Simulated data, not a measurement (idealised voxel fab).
The process module presented herein is designated voxel transistor to metal.
Section shown: cut. Width: 205 nm. Cell size: 5 nm, square.
Bands, listed from the top down, are how a cross-section gets written in this document; the cross-section itself is a grid of square cells, and a band is one or more rows of them.
First you get the band's top height and its bottom height, in nm, and then the materials it's made of, left to right, with each width in nm. If you see a single material with "all across", that one covers the band edge to edge. "air" is empty space.
Zero point of the height axis is 0; under it, received wafer = one material. Lowest band: continues down indefinitely, "0..down".
The width entry "30..40" should be interpreted row by row: the top row of cells in the band takes the first number, the bottom row takes the second number, and the change between adjacent rows is uniform throughout.
The cross-section has no changed cell in any step marked "no modification".
The list in "Sealed internal voids" covers empty spaces of 8 cells or more that cannot reach the top through any open way, and it gives each as width x height at distance; the distance is from the left edge, and width, height and distance are in nm.
Post-settings text on a step line: simulator's own remark regarding the step.
overlay nm: where the mask lay relative to plan, measured to the right, on steps with a mask; negatives go left.
Pairs, read this way: before one process step on the one hand, after it on the other, the after cross-section ending at the lowest band that changed; the step between, settings included, beneath. Same starting wafer throughout, but possibly different runs of this module, so no pair continues from the pair above unless its entry headed "Pre-step geometry" says so.
## Pre-step geometry
> 30..20  90 nm air, then 25 nm SiCN, then 90 nm air
> 20..0  90 nm air, then 25 nm polySi, then 90 nm air
> 0..-5  SiO2 all across
> -5..-35  45 nm SiO2, then 115 nm Si, then 45 nm SiO2
> -35..down  Si all across
> Sealed internal voids: none
## Cross-Section Thereafter
> 35..30  85 nm air, then 35 nm SiO2, then 85 nm air
> 30..20  85 nm air, then 5 nm SiO2, then 25 nm SiCN, then 5 nm SiO2, then 85 nm air
> 20..5  85 nm air, then 5 nm SiO2, then 25 nm polySi, then 5 nm SiO2, then 85 nm air
> 5..0  90 nm SiO2, then 25 nm polySi, then 90 nm SiO2
> Below 0, no change.
> Sealed internal voids: none
Step, before to after (see cross-sections above): CONFORMAL_DEP | material SiO2 | thk nm 5
Pre-step geometry: refer to the pair immediately above; the cross-section shown after its step is the state before this one.
## Cross-Section Thereafter
> 30..20  85 nm air, then 5 nm SiO2, then 25 nm SiCN, then 5 nm SiO2, then 85 nm air
> 20..0  85 nm air, then 5 nm SiO2, then 25 nm polySi, then 5 nm SiO2, then 85 nm air
> Below 0, no change.
> Sealed internal voids: none
Step, before to after (see cross-sections above): DIRECTIONAL_ETCH | etch materials SiO2 | depth nm 5
Pre-step geometry: refer to the pair immediately above; the cross-section shown after its step is the state before this one.
## Cross-Section Thereafter
> 40..30  75 nm air, then 55 nm SiN, then 75 nm air
> 30..20  75 nm air, then 10 nm SiN, then 5 nm SiO2, then 25 nm SiCN, then 5 nm SiO2, then 10 nm SiN, then 75 nm air
> 20..10  75 nm air, then 10 nm SiN, then 5 nm SiO2, then 25 nm polySi, then 5 nm SiO2, then 10 nm SiN, then 75 nm air
> 10..0  85 nm SiN, then 5 nm SiO2, then 25 nm polySi, then 5 nm SiO2, then 85 nm SiN
> Below 0, no change.
> Sealed internal voids: none
Step, before to after (see cross-sections above): CONFORMAL_DEP | material SiN | thk nm 10
Pre-step geometry: refer to the pair immediately above; the cross-section shown after its step is the state before this one.
## Cross-Section Thereafter
> 30..20  75 nm air, then 10 nm SiN, then 5 nm SiO2, then 25 nm SiCN, then 5 nm SiO2, then 10 nm SiN, then 75 nm air
> 20..0  75 nm air, then 10 nm SiN, then 5 nm SiO2, then 25 nm polySi, then 5 nm SiO2, then 10 nm SiN, then 75 nm air
> Below 0, no change.
> Sealed internal voids: none
Step, before to after (see cross-sections above): DIRECTIONAL_ETCH | etch materials SiN | depth nm 10
Pre-step geometry: refer to the pair immediately above; the cross-section shown after its step is the state before this one.
## Cross-Section Thereafter
> 30..25  75 nm air, then 10 nm SiN, then 5 nm air, then 25 nm SiCN, then 5 nm air, then 10 nm SiN, then 75 nm air
> 25..20  75 nm air, then 10 nm SiN, then 5 nm SiO2, then 25 nm SiCN, then 5 nm SiO2, then 10 nm SiN, then 75 nm air
> 20..0  75 nm air, then 10 nm SiN, then 5 nm SiO2, then 25 nm polySi, then 5 nm SiO2, then 10 nm SiN, then 75 nm air
> 0..-5  75 nm air, then 55 nm SiO2, then 75 nm air
> Below -5, no change.
> Sealed internal voids: none
Step, before to after (see cross-sections above): DIRECTIONAL_ETCH | etch materials SiO2 | depth nm 5
Pre-step geometry: refer to the pair immediately above; the cross-section shown after its step is the state before this one.
## Cross-Section Thereafter
> 30..25  75 nm air, then 10 nm SiN, then 5 nm air, then 25 nm SiCN, then 5 nm air, then 10 nm SiN, then 75 nm air
> 25..20  75 nm air, then 10 nm SiN, then 5 nm SiO2, then 25 nm SiCN, then 5 nm SiO2, then 10 nm SiN, then 75 nm air
> 20..0  75 nm air, then 10 nm SiN, then 5 nm SiO2, then 25 nm polySi, then 5 nm SiO2, then 10 nm SiN, then 75 nm air
> 0..-5  75 nm air, then 55 nm SiO2, then 75 nm air
> -5..-20  45 nm SiO2, then 30 nm air, then 55 nm Si, then 30 nm air, then 45 nm SiO2
> Below -20, no change.
> Sealed internal voids: none
Step, before to after (see cross-sections above): DIRECTIONAL_ETCH | etch materials Si | depth nm 15
Pre-step geometry: refer to the pair immediately above; the cross-section shown after its step is the state before this one.
## Cross-Section Thereafter
> 30..25  75 nm air, then 10 nm SiN, then 5 nm air, then 25 nm SiCN, then 5 nm air, then 10 nm SiN, then 75 nm air
> 25..20  75 nm air, then 10 nm SiN, then 5 nm SiO2, then 25 nm SiCN, then 5 nm SiO2, then 10 nm SiN, then 75 nm air
> 20..10  75 nm air, then 10 nm SiN, then 5 nm SiO2, then 25 nm polySi, then 5 nm SiO2, then 10 nm SiN, then 75 nm air
> 10..0  60 nm air, then 15 nm nSi, then 10 nm SiN, then 5 nm SiO2, then 25 nm polySi, then 5 nm SiO2, then 10 nm SiN, then 15 nm nSi, then 60 nm air
> 0..-5  60 nm air, then 15 nm nSi, then 55 nm SiO2, then 15 nm nSi, then 60 nm air
> -5..-20  45 nm SiO2, then 30 nm nSi, then 55 nm Si, then 30 nm nSi, then 45 nm SiO2
> Below -20, no change.
> Sealed internal voids: none
Step, before to after (see cross-sections above): EPI | material nSi | thk nm 15
Pre-step geometry: refer to the pair immediately above; the cross-section shown after its step is the state before this one.
## Cross-Section Thereafter
> 35..30  SiO2 all across
> 30..20  75 nm SiO2, then 10 nm SiN, then 5 nm SiO2, then 25 nm SiCN, then 5 nm SiO2, then 10 nm SiN, then 75 nm SiO2
> 20..10  75 nm SiO2, then 10 nm SiN, then 5 nm SiO2, then 25 nm polySi, then 5 nm SiO2, then 10 nm SiN, then 75 nm SiO2
> 10..0  60 nm SiO2, then 15 nm nSi, then 10 nm SiN, then 5 nm SiO2, then 25 nm polySi, then 5 nm SiO2, then 10 nm SiN, then 15 nm nSi, then 60 nm SiO2
> 0..-5  60 nm SiO2, then 15 nm nSi, then 55 nm SiO2, then 15 nm nSi, then 60 nm SiO2
> Below -5, no change.
> Sealed internal voids: none
Step, before to after (see cross-sections above): FILL_DEP | material SiO2 | thk nm 5
Pre-step geometry: refer to the pair immediately above; the cross-section shown after its step is the state before this one.
## Cross-Section Thereafter
> 30..20  75 nm SiO2, then 10 nm SiN, then 5 nm SiO2, then 25 nm SiCN, then 5 nm SiO2, then 10 nm SiN, then 75 nm SiO2
> Below 20, no change.
> Sealed internal voids: none
Step, before to after (see cross-sections above): CMP | height nm 30
Pre-step geometry: refer to the pair immediately above; the cross-section shown after its step is the state before this one.
## Cross-Section Thereafter
> 45..30  SiO2 all across
> Below 30, no change.
> Sealed internal voids: none
Step, before to after (see cross-sections above): DIRECTIONAL_DEP | material SiO2 | thk nm 15
Pre-step geometry: refer to the pair immediately above; the cross-section shown after its step is the state before this one.
## Cross-Section Thereafter
> 65..45  60 nm resist, then 25 nm air, then 35 nm resist, then 25 nm air, then 60 nm resist
> Below 45, no change.
> Sealed internal voids: none
Step, before to after (see cross-sections above): PATTERN | tone open | mask id CONTACT | material resist | width nm 25 | pitch nm 60 | thk nm 20 | overlay nm 0
Pre-step geometry: refer to the pair immediately above; the cross-section shown after its step is the state before this one.
## Cross-Section Thereafter
> 65..45  60 nm resist, then 25 nm air, then 35 nm resist, then 25 nm air, then 60 nm resist
> 45..30  60 nm SiO2, then 25 nm air, then 35 nm SiO2, then 25 nm air, then 60 nm SiO2
> 30..20  60 nm SiO2, then 15 nm air, then 10 nm SiN, then 5 nm SiO2, then 25 nm SiCN, then 5 nm SiO2, then 10 nm SiN, then 15 nm air, then 60 nm SiO2
> 20..10  60 nm SiO2, then 15 nm air, then 10 nm SiN, then 5 nm SiO2, then 25 nm polySi, then 5 nm SiO2, then 10 nm SiN, then 15 nm air, then 60 nm SiO2
> Below 10, no change.
> Sealed internal voids: none
Step, before to after (see cross-sections above): DIRECTIONAL_ETCH | etch materials SiO2 | depth nm 35
Pre-step geometry: refer to the pair immediately above; the cross-section shown after its step is the state before this one.
## Cross-Section Thereafter
> 45..30  60 nm SiO2, then 25 nm air, then 35 nm SiO2, then 25 nm air, then 60 nm SiO2
> Below 30, no change.
> Sealed internal voids: none
Step, before to after (see cross-sections above): STRIP | etch materials resist
Pre-step geometry: refer to the pair immediately above; the cross-section shown after its step is the state before this one.
## Cross-Section Thereafter
> 50..45  65 nm TiN, then 15 nm air, then 45 nm TiN, then 15 nm air, then 65 nm TiN
> 45..35  60 nm SiO2, then 5 nm TiN, then 15 nm air, then 5 nm TiN, then 35 nm SiO2, then 5 nm TiN, then 15 nm air, then 5 nm TiN, then 60 nm SiO2
> 35..30  60 nm SiO2, then 5 nm TiN, then 5 nm air, then 15 nm TiN, then 35 nm SiO2, then 15 nm TiN, then 5 nm air, then 5 nm TiN, then 60 nm SiO2
> 30..20  60 nm SiO2, then 5 nm TiN, then 5 nm air, then 5 nm TiN, then 10 nm SiN, then 5 nm SiO2, then 25 nm SiCN, then 5 nm SiO2, then 10 nm SiN, then 5 nm TiN, then 5 nm air, then 5 nm TiN, then 60 nm SiO2
> 20..15  60 nm SiO2, then 5 nm TiN, then 5 nm air, then 5 nm TiN, then 10 nm SiN, then 5 nm SiO2, then 25 nm polySi, then 5 nm SiO2, then 10 nm SiN, then 5 nm TiN, then 5 nm air, then 5 nm TiN, then 60 nm SiO2
> 15..10  60 nm SiO2, then 15 nm TiN, then 10 nm SiN, then 5 nm SiO2, then 25 nm polySi, then 5 nm SiO2, then 10 nm SiN, then 15 nm TiN, then 60 nm SiO2
> Below 10, no change.
> Sealed internal voids: none
Step, before to after (see cross-sections above): CONFORMAL_DEP | material TiN | thk nm 5
Pre-step geometry: refer to the pair immediately above; the cross-section shown after its step is the state before this one.
## Cross-Section Thereafter
> 55..50  Ru all across
> 50..45  65 nm TiN, then 15 nm Ru, then 45 nm TiN, then 15 nm Ru, then 65 nm TiN
> 45..35  60 nm SiO2, then 5 nm TiN, then 15 nm Ru, then 5 nm TiN, then 35 nm SiO2, then 5 nm TiN, then 15 nm Ru, then 5 nm TiN, then 60 nm SiO2
> 35..30  60 nm SiO2, then 5 nm TiN, then 5 nm Ru, then 15 nm TiN, then 35 nm SiO2, then 15 nm TiN, then 5 nm Ru, then 5 nm TiN, then 60 nm SiO2
> 30..20  60 nm SiO2, then 5 nm TiN, then 5 nm Ru, then 5 nm TiN, then 10 nm SiN, then 5 nm SiO2, then 25 nm SiCN, then 5 nm SiO2, then 10 nm SiN, then 5 nm TiN, then 5 nm Ru, then 5 nm TiN, then 60 nm SiO2
> 20..15  60 nm SiO2, then 5 nm TiN, then 5 nm Ru, then 5 nm TiN, then 10 nm SiN, then 5 nm SiO2, then 25 nm polySi, then 5 nm SiO2, then 10 nm SiN, then 5 nm TiN, then 5 nm Ru, then 5 nm TiN, then 60 nm SiO2
> Below 15, no change.
> Sealed internal voids: none
Step, before to after (see cross-sections above): FILL_DEP | material Ru | thk nm 5
Pre-step geometry: refer to the pair immediately above; the cross-section shown after its step is the state before this one.
## Cross-Section Thereafter
> 45..35  60 nm SiO2, then 5 nm TiN, then 15 nm Ru, then 5 nm TiN, then 35 nm SiO2, then 5 nm TiN, then 15 nm Ru, then 5 nm TiN, then 60 nm SiO2
> Below 35, no change.
> Sealed internal voids: none
Step, before to after (see cross-sections above): CMP | height nm 45
Pre-step geometry: refer to the pair immediately above; the cross-section shown after its step is the state before this one.
## Cross-Section Thereafter
> 50..45  TiN all across
> Below 45, no change.
> Sealed internal voids: none
Step, before to after (see cross-sections above): DIRECTIONAL_DEP | material TiN | thk nm 5
Pre-step geometry: refer to the pair immediately above; the cross-section shown after its step is the state before this one.
## Cross-Section Thereafter
> 70..50  Ru all across
> Below 50, no change.
> Sealed internal voids: none
Step, before to after (see cross-sections above): DIRECTIONAL_DEP | material Ru | thk nm 20
Pre-step geometry: refer to the pair immediately above; the cross-section shown after its step is the state before this one.
## Cross-Section Thereafter
> 90..70  60 nm air, then 15 nm resist, then 55 nm air, then 15 nm resist, then 60 nm air
> Below 70, no change.
> Sealed internal voids: none
Step, before to after (see cross-sections above): PATTERN | tone cover | mask id METAL_1 | material resist | width nm 15 | pitch nm 70 | thk nm 20 | overlay nm 0
Pre-step geometry: refer to the pair immediately above; the cross-section shown after its step is the state before this one.
## Cross-Section Thereafter
> 90..70  60 nm air, then 15 nm resist, then 55 nm air, then 15 nm resist, then 60 nm air
> 70..50  60 nm air, then 15 nm Ru, then 55 nm air, then 15 nm Ru, then 60 nm air
> Below 50, no change.
> Sealed internal voids: none
Step, before to after (see cross-sections above): DIRECTIONAL_ETCH | etch materials Ru | depth nm 20
Pre-step geometry: refer to the pair immediately above; the cross-section shown after its step is the state before this one.
## Cross-Section Thereafter
> 90..70  60 nm air, then 15 nm resist, then 55 nm air, then 15 nm resist, then 60 nm air
> 70..50  60 nm air, then 15 nm Ru, then 55 nm air, then 15 nm Ru, then 60 nm air
> 50..45  60 nm air, then 15 nm TiN, then 55 nm air, then 15 nm TiN, then 60 nm air
> Below 45, no change.
> Sealed internal voids: none
Step, before to after (see cross-sections above): DIRECTIONAL_ETCH | etch materials TiN | depth nm 5
Pre-step geometry: refer to the pair immediately above; the cross-section shown after its step is the state before this one.
## Cross-Section Thereafter
> 70..50  60 nm air, then 15 nm Ru, then 55 nm air, then 15 nm Ru, then 60 nm air
> Below 50, no change.
> Sealed internal voids: none
Step, before to after (see cross-sections above): STRIP | etch materials resist
Pre-step geometry: refer to the pair immediately above; the cross-section shown after its step is the state before this one.
## Cross-Section Thereafter
> 75..70  55 nm air, then 25 nm SiN, then 45 nm air, then 25 nm SiN, then 55 nm air
> 70..50  55 nm air, then 5 nm SiN, then 15 nm Ru, then 5 nm SiN, then 45 nm air, then 5 nm SiN, then 15 nm Ru, then 5 nm SiN, then 55 nm air
> 50..45  60 nm SiN, then 15 nm TiN, then 55 nm SiN, then 15 nm TiN, then 60 nm SiN
> Below 45, no change.
> Sealed internal voids: none
Step, before to after (see cross-sections above): CONFORMAL_DEP | material SiN | thk nm 5
Pre-step geometry: refer to the pair immediately above; the cross-section shown after its step is the state before this one.
## Cross-Section Thereafter
> 80..75  SiO2 all across
> 75..70  55 nm SiO2, then 25 nm SiN, then 45 nm SiO2, then 25 nm SiN, then 55 nm SiO2
> 70..50  55 nm SiO2, then 5 nm SiN, then 15 nm Ru, then 5 nm SiN, then 45 nm SiO2, then 5 nm SiN, then 15 nm Ru, then 5 nm SiN, then 55 nm SiO2
> Below 50, no change.
> Sealed internal voids: none
Step, before to after (see cross-sections above): FILL_DEP | material SiO2 | thk nm 5
Pre-step geometry: refer to the pair immediately above; the cross-section shown after its step is the state before this one.
## Cross-Section Thereafter
> 70..50  55 nm SiO2, then 5 nm SiN, then 15 nm Ru, then 5 nm SiN, then 45 nm SiO2, then 5 nm SiN, then 15 nm Ru, then 5 nm SiN, then 55 nm SiO2
> Below 50, no change.
> Sealed internal voids: none
Step, before to after (see cross-sections above): CMP | height nm 70
Pre-step geometry: refer to the pair immediately above; the cross-section shown after its step is the state before this one.
## Cross-Section Thereafter
> 75..70  SiN all across
> Below 70, no change.
> Sealed internal voids: none
Step, before to after (see cross-sections above): CONFORMAL_DEP | material SiN | thk nm 5
## Pre-step geometry
> 45..30  SiO2 all across
> 30..20  75 nm SiO2, then 10 nm SiN, then 5 nm SiO2, then 25 nm SiCN, then 5 nm SiO2, then 10 nm SiN, then 75 nm SiO2
> 20..10  75 nm SiO2, then 10 nm SiN, then 5 nm SiO2, then 25 nm polySi, then 5 nm SiO2, then 10 nm SiN, then 75 nm SiO2
> 10..0  60 nm SiO2, then 15 nm nSi, then 10 nm SiN, then 5 nm SiO2, then 25 nm polySi, then 5 nm SiO2, then 10 nm SiN, then 15 nm nSi, then 60 nm SiO2
> 0..-5  60 nm SiO2, then 15 nm nSi, then 55 nm SiO2, then 15 nm nSi, then 60 nm SiO2
> -5..-20  50 nm SiO2, then 25 nm nSi, then 55 nm Si, then 25 nm nSi, then 50 nm SiO2
> -20..-35  50 nm SiO2, then 105 nm Si, then 50 nm SiO2
> -35..down  Si all across
> Sealed internal voids: none
## Cross-Section Thereafter
> 65..45  50 nm resist, then 25 nm air, then 35 nm resist, then 25 nm air, then 70 nm resist
> Below 45, no change.
> Sealed internal voids: none
Step, before to after (see cross-sections above): PATTERN | tone open | mask id CONTACT | material resist | width nm 25 | pitch nm 60 | thk nm 20 | overlay nm -10
Pre-step geometry: refer to the pair immediately above; the cross-section shown after its step is the state before this one.
## Cross-Section Thereafter
> 65..45  50 nm resist, then 25 nm air, then 35 nm resist, then 25 nm air, then 70 nm resist
> 45..30  50 nm SiO2, then 25 nm air, then 35 nm SiO2, then 25 nm air, then 70 nm SiO2
> 30..20  50 nm SiO2, then 25 nm air, then 10 nm SiN, then 5 nm SiO2, then 25 nm SiCN, then 5 nm air, then 10 nm SiN, then 5 nm air, then 70 nm SiO2
> 20..10  50 nm SiO2, then 25 nm air, then 10 nm SiN, then 5 nm SiO2, then 25 nm polySi, then 5 nm air, then 10 nm SiN, then 5 nm air, then 70 nm SiO2
> Below 10, no change.
> Sealed internal voids: none
Step, before to after (see cross-sections above): DIRECTIONAL_ETCH | etch materials SiO2 | depth nm 35
Pre-step geometry: refer to the pair immediately above; the cross-section shown after its step is the state before this one.
## Cross-Section Thereafter
> 45..30  50 nm SiO2, then 25 nm air, then 35 nm SiO2, then 25 nm air, then 70 nm SiO2
> Below 30, no change.
> Sealed internal voids: none
Step, before to after (see cross-sections above): STRIP | etch materials resist
Pre-step geometry: refer to the pair immediately above; the cross-section shown after its step is the state before this one.
## Cross-Section Thereafter
> 50..45  55 nm TiN, then 15 nm air, then 45 nm TiN, then 15 nm air, then 75 nm TiN
> 45..35  50 nm SiO2, then 5 nm TiN, then 15 nm air, then 5 nm TiN, then 35 nm SiO2, then 5 nm TiN, then 15 nm air, then 5 nm TiN, then 70 nm SiO2
> 35..30  50 nm SiO2, then 5 nm TiN, then 15 nm air, then 5 nm TiN, then 35 nm SiO2, then 25 nm TiN, then 70 nm SiO2
> 30..20  50 nm SiO2, then 5 nm TiN, then 15 nm air, then 5 nm TiN, then 10 nm SiN, then 5 nm SiO2, then 25 nm SiCN, then 5 nm TiN, then 10 nm SiN, then 5 nm TiN, then 70 nm SiO2
> 20..15  50 nm SiO2, then 5 nm TiN, then 15 nm air, then 5 nm TiN, then 10 nm SiN, then 5 nm SiO2, then 25 nm polySi, then 5 nm TiN, then 10 nm SiN, then 5 nm TiN, then 70 nm SiO2
> 15..10  50 nm SiO2, then 25 nm TiN, then 10 nm SiN, then 5 nm SiO2, then 25 nm polySi, then 5 nm TiN, then 10 nm SiN, then 5 nm TiN, then 70 nm SiO2
> Below 10, no change.
> Sealed internal voids: none
Step, before to after (see cross-sections above): CONFORMAL_DEP | material TiN | thk nm 5
Pre-step geometry: refer to the pair immediately above; the cross-section shown after its step is the state before this one.
## Cross-Section Thereafter
> 55..50  Ru all across
> 50..45  55 nm TiN, then 15 nm Ru, then 45 nm TiN, then 15 nm Ru, then 75 nm TiN
> 45..35  50 nm SiO2, then 5 nm TiN, then 15 nm Ru, then 5 nm TiN, then 35 nm SiO2, then 5 nm TiN, then 15 nm Ru, then 5 nm TiN, then 70 nm SiO2
> 35..30  50 nm SiO2, then 5 nm TiN, then 15 nm Ru, then 5 nm TiN, then 35 nm SiO2, then 25 nm TiN, then 70 nm SiO2
> 30..20  50 nm SiO2, then 5 nm TiN, then 15 nm Ru, then 5 nm TiN, then 10 nm SiN, then 5 nm SiO2, then 25 nm SiCN, then 5 nm TiN, then 10 nm SiN, then 5 nm TiN, then 70 nm SiO2
> 20..15  50 nm SiO2, then 5 nm TiN, then 15 nm Ru, then 5 nm TiN, then 10 nm SiN, then 5 nm SiO2, then 25 nm polySi, then 5 nm TiN, then 10 nm SiN, then 5 nm TiN, then 70 nm SiO2
> Below 15, no change.
> Sealed internal voids: none
Step, before to after (see cross-sections above): FILL_DEP | material Ru | thk nm 5
Pre-step geometry: refer to the pair immediately above; the cross-section shown after its step is the state before this one.
## Cross-Section Thereafter
> 45..35  50 nm SiO2, then 5 nm TiN, then 15 nm Ru, then 5 nm TiN, then 35 nm SiO2, then 5 nm TiN, then 15 nm Ru, then 5 nm TiN, then 70 nm SiO2
> Below 35, no change.
> Sealed internal voids: none
Step, before to after (see cross-sections above): CMP | height nm 45
Pre-step geometry: refer to the pair immediately above; the cross-section shown after its step is the state before this one.
## Cross-Section Thereafter
> 50..45  TiN all across
> Below 45, no change.
> Sealed internal voids: none
Step, before to after (see cross-sections above): DIRECTIONAL_DEP | material TiN | thk nm 5
Pre-step geometry: refer to the pair immediately above; the cross-section shown after its step is the state before this one.
## Cross-Section Thereafter
> 70..50  Ru all across
> Below 50, no change.
> Sealed internal voids: none
Step, before to after (see cross-sections above): DIRECTIONAL_DEP | material Ru | thk nm 20
Pre-step geometry: refer to the pair immediately above; the cross-section shown after its step is the state before this one.
## Cross-Section Thereafter
> 90..70  60 nm air, then 15 nm resist, then 55 nm air, then 15 nm resist, then 60 nm air
> Below 70, no change.
> Sealed internal voids: none
Step, before to after (see cross-sections above): PATTERN | tone cover | mask id METAL_1 | material resist | width nm 15 | pitch nm 70 | thk nm 20 | overlay nm 0
Pre-step geometry: refer to the pair immediately above; the cross-section shown after its step is the state before this one.
## Cross-Section Thereafter
> 90..70  60 nm air, then 15 nm resist, then 55 nm air, then 15 nm resist, then 60 nm air
> 70..50  60 nm air, then 15 nm Ru, then 55 nm air, then 15 nm Ru, then 60 nm air
> Below 50, no change.
> Sealed internal voids: none
Step, before to after (see cross-sections above): DIRECTIONAL_ETCH | etch materials Ru | depth nm 20
Pre-step geometry: refer to the pair immediately above; the cross-section shown after its step is the state before this one.
## Cross-Section Thereafter
> 90..70  60 nm air, then 15 nm resist, then 55 nm air, then 15 nm resist, then 60 nm air
> 70..50  60 nm air, then 15 nm Ru, then 55 nm air, then 15 nm Ru, then 60 nm air
> 50..45  60 nm air, then 15 nm TiN, then 55 nm air, then 15 nm TiN, then 60 nm air
> Below 45, no change.
> Sealed internal voids: none
Step, before to after (see cross-sections above): DIRECTIONAL_ETCH | etch materials TiN | depth nm 5
Pre-step geometry: refer to the pair immediately above; the cross-section shown after its step is the state before this one.
## Cross-Section Thereafter
> 70..50  60 nm air, then 15 nm Ru, then 55 nm air, then 15 nm Ru, then 60 nm air
> Below 50, no change.
> Sealed internal voids: none
Step, before to after (see cross-sections above): STRIP | etch materials resist
Pre-step geometry: refer to the pair immediately above; the cross-section shown after its step is the state before this one.
## Cross-Section Thereafter
> 75..70  55 nm air, then 25 nm SiN, then 45 nm air, then 25 nm SiN, then 55 nm air
> 70..50  55 nm air, then 5 nm SiN, then 15 nm Ru, then 5 nm SiN, then 45 nm air, then 5 nm SiN, then 15 nm Ru, then 5 nm SiN, then 55 nm air
> 50..45  60 nm SiN, then 15 nm TiN, then 55 nm SiN, then 15 nm TiN, then 60 nm SiN
> Below 45, no change.
> Sealed internal voids: none
Step, before to after (see cross-sections above): CONFORMAL_DEP | material SiN | thk nm 5
Pre-step geometry: refer to the pair immediately above; the cross-section shown after its step is the state before this one.
## Cross-Section Thereafter
> 80..75  SiO2 all across
> 75..70  55 nm SiO2, then 25 nm SiN, then 45 nm SiO2, then 25 nm SiN, then 55 nm SiO2
> 70..50  55 nm SiO2, then 5 nm SiN, then 15 nm Ru, then 5 nm SiN, then 45 nm SiO2, then 5 nm SiN, then 15 nm Ru, then 5 nm SiN, then 55 nm SiO2
> Below 50, no change.
> Sealed internal voids: none
Step, before to after (see cross-sections above): FILL_DEP | material SiO2 | thk nm 5
Pre-step geometry: refer to the pair immediately above; the cross-section shown after its step is the state before this one.
## Cross-Section Thereafter
> 70..50  55 nm SiO2, then 5 nm SiN, then 15 nm Ru, then 5 nm SiN, then 45 nm SiO2, then 5 nm SiN, then 15 nm Ru, then 5 nm SiN, then 55 nm SiO2
> Below 50, no change.
> Sealed internal voids: none
Step, before to after (see cross-sections above): CMP | height nm 70
Pre-step geometry: refer to the pair immediately above; the cross-section shown after its step is the state before this one.
## Cross-Section Thereafter
> 75..70  SiN all across
> Below 70, no change.
> Sealed internal voids: none
Step, before to after (see cross-sections above): CONFORMAL_DEP | material SiN | thk nm 5
## Pre-step geometry
> 50..45  65 nm TiN, then 15 nm air, then 45 nm TiN, then 15 nm air, then 65 nm TiN
> 45..35  60 nm SiO2, then 5 nm TiN, then 15 nm air, then 5 nm TiN, then 35 nm SiO2, then 5 nm TiN, then 15 nm air, then 5 nm TiN, then 60 nm SiO2
> 35..30  60 nm SiO2, then 5 nm TiN, then 5 nm air, then 15 nm TiN, then 35 nm SiO2, then 15 nm TiN, then 5 nm air, then 5 nm TiN, then 60 nm SiO2
> 30..20  60 nm SiO2, then 5 nm TiN, then 5 nm air, then 5 nm TiN, then 10 nm SiN, then 5 nm SiO2, then 25 nm SiCN, then 5 nm SiO2, then 10 nm SiN, then 5 nm TiN, then 5 nm air, then 5 nm TiN, then 60 nm SiO2
> 20..15  60 nm SiO2, then 5 nm TiN, then 5 nm air, then 5 nm TiN, then 10 nm SiN, then 5 nm SiO2, then 25 nm polySi, then 5 nm SiO2, then 10 nm SiN, then 5 nm TiN, then 5 nm air, then 5 nm TiN, then 60 nm SiO2
> 15..10  60 nm SiO2, then 15 nm TiN, then 10 nm SiN, then 5 nm SiO2, then 25 nm polySi, then 5 nm SiO2, then 10 nm SiN, then 15 nm TiN, then 60 nm SiO2
> 10..0  60 nm SiO2, then 15 nm nSi, then 10 nm SiN, then 5 nm SiO2, then 25 nm polySi, then 5 nm SiO2, then 10 nm SiN, then 15 nm nSi, then 60 nm SiO2
> 0..-5  60 nm SiO2, then 15 nm nSi, then 55 nm SiO2, then 15 nm nSi, then 60 nm SiO2
> -5..-20  50 nm SiO2, then 25 nm nSi, then 55 nm Si, then 25 nm nSi, then 50 nm SiO2
> -20..-35  50 nm SiO2, then 105 nm Si, then 50 nm SiO2
> -35..down  Si all across
> Sealed internal voids: none
## Cross-Section Thereafter
> 55..50  SiO2 all across
> 50..45  65 nm TiN, then 15 nm SiO2, then 45 nm TiN, then 15 nm SiO2, then 65 nm TiN
> 45..35  60 nm SiO2, then 5 nm TiN, then 15 nm SiO2, then 5 nm TiN, then 35 nm SiO2, then 5 nm TiN, then 15 nm SiO2, then 5 nm TiN, then 60 nm SiO2
> 35..30  60 nm SiO2, then 5 nm TiN, then 5 nm SiO2, then 15 nm TiN, then 35 nm SiO2, then 15 nm TiN, then 5 nm SiO2, then 5 nm TiN, then 60 nm SiO2
> 30..20  60 nm SiO2, then 5 nm TiN, then 5 nm SiO2, then 5 nm TiN, then 10 nm SiN, then 5 nm SiO2, then 25 nm SiCN, then 5 nm SiO2, then 10 nm SiN, then 5 nm TiN, then 5 nm SiO2, then 5 nm TiN, then 60 nm SiO2
> 20..15  60 nm SiO2, then 5 nm TiN, then 5 nm SiO2, then 5 nm TiN, then 10 nm SiN, then 5 nm SiO2, then 25 nm polySi, then 5 nm SiO2, then 10 nm SiN, then 5 nm TiN, then 5 nm SiO2, then 5 nm TiN, then 60 nm SiO2
> Below 15, no change.
> Sealed internal voids: none
Step, before to after (see cross-sections above): FILL_DEP | material SiO2 | thk nm 5
Pre-step geometry: refer to the pair immediately above; the cross-section shown after its step is the state before this one.
## Cross-Section Thereafter
> 45..35  60 nm SiO2, then 5 nm TiN, then 15 nm SiO2, then 5 nm TiN, then 35 nm SiO2, then 5 nm TiN, then 15 nm SiO2, then 5 nm TiN, then 60 nm SiO2
> Below 35, no change.
> Sealed internal voids: none
Step, before to after (see cross-sections above): CMP | height nm 45
Pre-step geometry: refer to the pair immediately above; the cross-section shown after its step is the state before this one.
## Cross-Section Thereafter
> 50..45  TiN all across
> Below 45, no change.
> Sealed internal voids: none
Step, before to after (see cross-sections above): DIRECTIONAL_DEP | material TiN | thk nm 5
Pre-step geometry: refer to the pair immediately above; the cross-section shown after its step is the state before this one.
## Cross-Section Thereafter
> 70..50  Ru all across
> Below 50, no change.
> Sealed internal voids: none
Step, before to after (see cross-sections above): DIRECTIONAL_DEP | material Ru | thk nm 20
Pre-step geometry: refer to the pair immediately above; the cross-section shown after its step is the state before this one.
## Cross-Section Thereafter
> 90..70  60 nm air, then 15 nm resist, then 55 nm air, then 15 nm resist, then 60 nm air
> Below 70, no change.
> Sealed internal voids: none
Step, before to after (see cross-sections above): PATTERN | tone cover | mask id METAL_1 | material resist | width nm 15 | pitch nm 70 | thk nm 20 | overlay nm 0
Pre-step geometry: refer to the pair immediately above; the cross-section shown after its step is the state before this one.
## Cross-Section Thereafter
> 90..70  60 nm air, then 15 nm resist, then 55 nm air, then 15 nm resist, then 60 nm air
> 70..50  60 nm air, then 15 nm Ru, then 55 nm air, then 15 nm Ru, then 60 nm air
> Below 50, no change.
> Sealed internal voids: none
Step, before to after (see cross-sections above): DIRECTIONAL_ETCH | etch materials Ru | depth nm 20
Pre-step geometry: refer to the pair immediately above; the cross-section shown after its step is the state before this one.
## Cross-Section Thereafter
> 90..70  60 nm air, then 15 nm resist, then 55 nm air, then 15 nm resist, then 60 nm air
> 70..50  60 nm air, then 15 nm Ru, then 55 nm air, then 15 nm Ru, then 60 nm air
> 50..45  60 nm air, then 15 nm TiN, then 55 nm air, then 15 nm TiN, then 60 nm air
> Below 45, no change.
> Sealed internal voids: none
Step, before to after (see cross-sections above): DIRECTIONAL_ETCH | etch materials TiN | depth nm 5
